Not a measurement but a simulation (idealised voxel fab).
process module | voxel ribs on slabs
cross-section cut | 265 nm wide | cells 5 nm
A cross-section is a grid of square cells, given in bands from the top down. A band is one or more rows of cells.
Each band's line starts with the height of the band's top and of its bottom, in nm. Then come its materials from left to right, each with its width in nm. One material with "throughout" fills the band from edge to edge. "air" is empty space.
Height 0 is the level under which the wafer as received is all one material. The lowest band goes on downwards, as in "0 down".
A width such as "30 to 40" changes by the same amount from each row of cells to the next, from the band's top row to its bottom row.
"no change" after a step means that no cell of the cross-section changed.
closed voids: empty space of 8 cells or more with no open way to the top, each as width x height at its distance from the left edge, in nm
after a step's settings: what the simulator itself notes on the step
overlay nm, on a step with a mask: how far to the right of its planned place the mask lay; to the left if negative
plan
1 op RECEIVE | material Si
2 op DIRECTIONAL_DEP | material SiO2 | thk nm 20
3 op DIRECTIONAL_DEP | material SiN | thk nm 25
4 op DIRECTIONAL_DEP | material aC | thk nm 10
5 op PATTERN | tone cover | mask id RIB | material resist | width nm 25 | thk nm 25 | overlay nm 0
6 op DIRECTIONAL_ETCH | etch materials aC | depth nm 10
7 op STRIP | etch materials resist
8 op DIRECTIONAL_ETCH | etch materials SiN | depth nm 20
9 op STRIP | etch materials aC
10 op MASKED_ETCH | tone cover | mask id SLAB | width nm 75 | etch materials SiN | depth nm 5 | overlay nm -15
11 op FILL_DEP | material SiO2 | thk nm 15
12 op CMP | height nm 55
13 op DIRECTIONAL_DEP | material TiN | thk nm 5
14 op MASKED_ETCH | tone cover | mask id HEATER | width nm 35 | etch materials TiN | depth nm 5 | overlay nm 0
15 op CONFORMAL_DEP | material SiO2 | thk nm 5
varied across the wafers: overlay nm of step 10. The plan shows the first wafer's value. All wafers start alike
first wafer as received, after step 1
  0 down: Si throughout
  closed voids: none
first wafer at the end, after step 15
  65 to 60: air 110 | SiO2 45 | air 110
  60 to 55: SiO2 115 | TiN 35 | SiO2 115
  55 to 45: SiO2 throughout
  45 to 25: SiO2 120 | SiN 25 | SiO2 120
  25 to 20: SiO2 80 | SiN 75 | SiO2 110
  20 to 0: SiO2 throughout
  0 down: Si throughout
  closed voids: none
last wafer at the end
  65 to 60: air 110 | SiO2 45 | air 110
  60 to 55: SiO2 115 | TiN 35 | SiO2 115
  55 to 45: SiO2 throughout
  45 to 25: SiO2 120 | SiN 25 | SiO2 120
  25 to 20: SiO2 110 | SiN 75 | SiO2 80
  20 to 0: SiO2 throughout
  0 down: Si throughout
  closed voids: none
each wafer at the end: cells of each material gained (+) or lost (-) since it was received, then its closed voids
overlay nm -15 | +35 SiN | +603 SiO2 | +7 TiN | closed voids: none
overlay nm -10 | +35 SiN | +603 SiO2 | +7 TiN | closed voids: none
overlay nm -5 | +35 SiN | +603 SiO2 | +7 TiN | closed voids: none
overlay nm 0 | +35 SiN | +603 SiO2 | +7 TiN | closed voids: none
overlay nm 5 | +35 SiN | +603 SiO2 | +7 TiN | closed voids: none
overlay nm 10 | +35 SiN | +603 SiO2 | +7 TiN | closed voids: none
overlay nm 15 | +35 SiN | +603 SiO2 | +7 TiN | closed voids: none
